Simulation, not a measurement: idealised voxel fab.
Title: Process Module voxel wiring stack
The figure presents cross-section cut, which has a width of 180 nm and is divided into square cells with an edge length of 5 nm.
A cross-section in this document is a grid of square cells, and it is written down as bands, the top band listed before the ones below it; a band is made up of one or more rows of cells.
Read a band's entry like this: the first values are the height of its top and the height of its bottom in nm, and what follows is the sequence of materials from left to right, each with its width in nm. Note that "air" is empty space, and that a single material marked "edge to edge" reaches across the band from edge to edge.
It should be noted that heights are counted from 0, beneath which the wafer as supplied is of one material throughout, and that the lowest band possesses no lower boundary but continues downward, as written in "0 and below".
Think of "30..40" as a width that walks from the first number to the second as you go down the band, top row to bottom row, taking equal-sized steps from row to row.
No cell of the cross-section changed in a step that is given as "nothing got changed".
If an empty space has no open way to the top and is at least 8 cells in size, "Enclosed void inventory" lists it, written width x height at distance, where distance is measured from the left edge and every value is in nm.
after a step's settings: what the simulator itself notes on the step
overlay nm: on a step with a mask, how far right of its planned place the mask lay; negative means left.
**Intended process steps**
1 RECEIVE,material Si
2 CONFORMAL_DEP,material SiO2,thk nm 10
3 DIRECTIONAL_DEP,material TiN,thk nm 5
4 DIRECTIONAL_DEP,material Ru,thk nm 15
5 MASKED_ETCH,tone cover,mask id METAL_1,width nm 30,pitch nm 50,etch materials Ru,depth nm 15,overlay nm 0
6 MASKED_ETCH,tone cover,mask id METAL_1,width nm 30,pitch nm 50,etch materials TiN,depth nm 5,overlay nm 0
7 CONFORMAL_DEP,material SiCN,thk nm 5
8 FILL_DEP,material SiO2,thk nm 10
9 CMP,height nm 30
10 CONFORMAL_DEP,material SiCN,thk nm 5
11 DIRECTIONAL_DEP,material SiO2,thk nm 30
12 MASKED_ETCH,tone open,mask id METAL_2_HOLES,width nm 15,pitch nm 50,etch materials SiO2,depth nm 30,overlay nm 0
13 PATTERN,tone open,mask id METAL_2,material resist,width nm 30,pitch nm 50,thk nm 20,overlay nm 0
14 DIRECTIONAL_ETCH,etch materials SiO2,depth nm 20
15 DIRECTIONAL_ETCH,etch materials SiCN,depth nm 5
16 STRIP,etch materials resist
17 CONFORMAL_DEP,material TiN,thk nm 5
18 FILL_DEP,material Ru,thk nm 5
19 CMP,height nm 65
20 CONFORMAL_DEP,material SiCN,thk nm 5
21 DIRECTIONAL_DEP,material SiO2,thk nm 25
22 PATTERN,tone open,mask id METAL_3,material resist,width nm 30,pitch nm 50,thk nm 20,overlay nm 0
23 DIRECTIONAL_ETCH,etch materials SiO2,depth nm 15
24 STRIP,etch materials resist
25 MASKED_ETCH,tone open,mask id METAL_3_HOLES,width nm 15,etch materials SiO2,depth nm 10,overlay nm 0
26 MASKED_ETCH,tone open,mask id METAL_3_HOLES,width nm 15,etch materials SiCN,depth nm 5,overlay nm 0
27 CONFORMAL_DEP,material TiN,thk nm 5
28 FILL_DEP,material Ru,thk nm 10
29 CMP,height nm 95
30 CONFORMAL_DEP,material SiCN,thk nm 5
31 DIRECTIONAL_DEP,material lowk,thk nm 35
32 MASKED_ETCH,tone open,mask id METAL_4,width nm 30,pitch nm 50,etch materials lowk,depth nm 20,overlay nm 0
33 MASKED_ETCH,tone open,mask id METAL_4_HOLES,width nm 15,pitch nm 50,etch materials lowk,depth nm 15,overlay nm 0
34 MASKED_ETCH,tone open,mask id METAL_4_HOLES,width nm 15,pitch nm 50,etch materials SiCN,depth nm 5,overlay nm 0
35 CONFORMAL_DEP,material TiN,thk nm 5
36 FILL_DEP,material Ru,thk nm 5
37 CMP,height nm 135
38 CONFORMAL_DEP,material SiCN,thk nm 5
**As-received state of the wafer in cross-section, equivalent to post-step 1**
0 and below | Si edge to edge
Enclosed void inventory: none
**Cross-sectional view of the first of the two wafers upon completion of the module, processed in accordance with the plan**
140 down to 135 | SiCN edge to edge
135 down to 120 | lowk 50 nm; TiN 5 nm; Ru 20 nm; TiN 5 nm; lowk 20 nm; TiN 5 nm; Ru 20 nm; TiN 5 nm; lowk 50 nm
120 down to 115 | lowk 50 nm; TiN 5 nm; Ru 5 nm; TiN 20 nm; lowk 20 nm; TiN 5 nm; Ru 5 nm; TiN 20 nm; lowk 50 nm
115 down to 100 | lowk 50 nm; TiN 5 nm; Ru 5 nm; TiN 5 nm; lowk 35 nm; TiN 5 nm; Ru 5 nm; TiN 5 nm; lowk 65 nm
100 down to 95 | SiCN 50 nm; TiN 15 nm; SiCN 35 nm; TiN 15 nm; SiCN 65 nm
95 down to 85 | SiO2 50 nm; TiN 5 nm; Ru 20 nm; TiN 5 nm; SiO2 20 nm; TiN 5 nm; Ru 20 nm; TiN 5 nm; SiO2 50 nm
85 down to 80 | SiO2 50 nm; TiN 5 nm; Ru 5 nm; TiN 20 nm; SiO2 20 nm; TiN 30 nm; SiO2 50 nm
80 down to 70 | SiO2 50 nm; TiN 5 nm; Ru 5 nm; TiN 5 nm; SiO2 115 nm
70 down to 65 | SiCN 50 nm; TiN 15 nm; SiCN 115 nm
65 down to 50 | SiO2 50 nm; TiN 5 nm; Ru 20 nm; TiN 5 nm; SiO2 20 nm; TiN 5 nm; Ru 20 nm; TiN 5 nm; SiO2 50 nm
50 down to 45 | SiO2 50 nm; TiN 5 nm; Ru 5 nm; TiN 20 nm; SiO2 20 nm; TiN 5 nm; Ru 5 nm; TiN 20 nm; SiO2 50 nm
45 down to 35 | SiO2 50 nm; TiN 5 nm; Ru 5 nm; TiN 5 nm; SiO2 35 nm; TiN 5 nm; Ru 5 nm; TiN 5 nm; SiO2 65 nm
35 down to 30 | SiCN 50 nm; TiN 15 nm; SiCN 35 nm; TiN 15 nm; SiCN 65 nm
30 down to 15 | SiO2 45 nm; SiCN 5 nm; Ru 30 nm; SiCN 5 nm; SiO2 10 nm; SiCN 5 nm; Ru 30 nm; SiCN 5 nm; SiO2 45 nm
15 down to 10 | SiCN 50 nm; TiN 30 nm; SiCN 20 nm; TiN 30 nm; SiCN 50 nm
10 down to 0 | SiO2 edge to edge
0 and below | Si edge to edge
Enclosed void inventory: none
**This cross-section belongs to the second wafer of two at the end of the module; the start and the plan were shared with the first, and the run included one mistake**
140 down to 135 | Ru edge to edge
135 down to 120 | lowk 50 nm; TiN 5 nm; Ru 20 nm; TiN 5 nm; lowk 20 nm; TiN 5 nm; Ru 20 nm; TiN 5 nm; lowk 50 nm
120 down to 115 | lowk 50 nm; TiN 5 nm; Ru 5 nm; TiN 20 nm; lowk 20 nm; TiN 5 nm; Ru 5 nm; TiN 20 nm; lowk 50 nm
115 down to 100 | lowk 50 nm; TiN 5 nm; Ru 5 nm; TiN 5 nm; lowk 35 nm; TiN 5 nm; Ru 5 nm; TiN 5 nm; lowk 65 nm
100 down to 95 | SiCN 50 nm; TiN 15 nm; SiCN 35 nm; TiN 15 nm; SiCN 65 nm
95 down to 85 | SiO2 50 nm; TiN 5 nm; Ru 20 nm; TiN 5 nm; SiO2 20 nm; TiN 5 nm; Ru 20 nm; TiN 5 nm; SiO2 50 nm
85 down to 80 | SiO2 50 nm; TiN 5 nm; Ru 5 nm; TiN 20 nm; SiO2 20 nm; TiN 30 nm; SiO2 50 nm
80 down to 70 | SiO2 50 nm; TiN 5 nm; Ru 5 nm; TiN 5 nm; SiO2 115 nm
70 down to 65 | SiCN 50 nm; TiN 15 nm; SiCN 115 nm
65 down to 50 | SiO2 50 nm; TiN 5 nm; Ru 20 nm; TiN 5 nm; SiO2 20 nm; TiN 5 nm; Ru 20 nm; TiN 5 nm; SiO2 50 nm
50 down to 45 | SiO2 50 nm; TiN 5 nm; Ru 5 nm; TiN 20 nm; SiO2 20 nm; TiN 5 nm; Ru 5 nm; TiN 20 nm; SiO2 50 nm
45 down to 35 | SiO2 50 nm; TiN 5 nm; Ru 5 nm; TiN 5 nm; SiO2 35 nm; TiN 5 nm; Ru 5 nm; TiN 5 nm; SiO2 65 nm
35 down to 30 | SiCN 50 nm; TiN 15 nm; SiCN 35 nm; TiN 15 nm; SiCN 65 nm
30 down to 15 | SiO2 45 nm; SiCN 5 nm; Ru 30 nm; SiCN 5 nm; SiO2 10 nm; SiCN 5 nm; Ru 30 nm; SiCN 5 nm; SiO2 45 nm
15 down to 10 | SiCN 50 nm; TiN 30 nm; SiCN 20 nm; TiN 30 nm; SiCN 50 nm
10 down to 0 | SiO2 edge to edge
0 and below | Si edge to edge
Enclosed void inventory: none
It is concluded that the wafer was processed incorrectly with respect to the plan, in that step 38 went in with a setting other than planned; the actual run was CONFORMAL_DEP,material Ru,thk nm 5
The closing comparison, in cells, has the second wafer with more or fewer of some materials than the first: 36 more of Ru | 36 fewer of SiCN
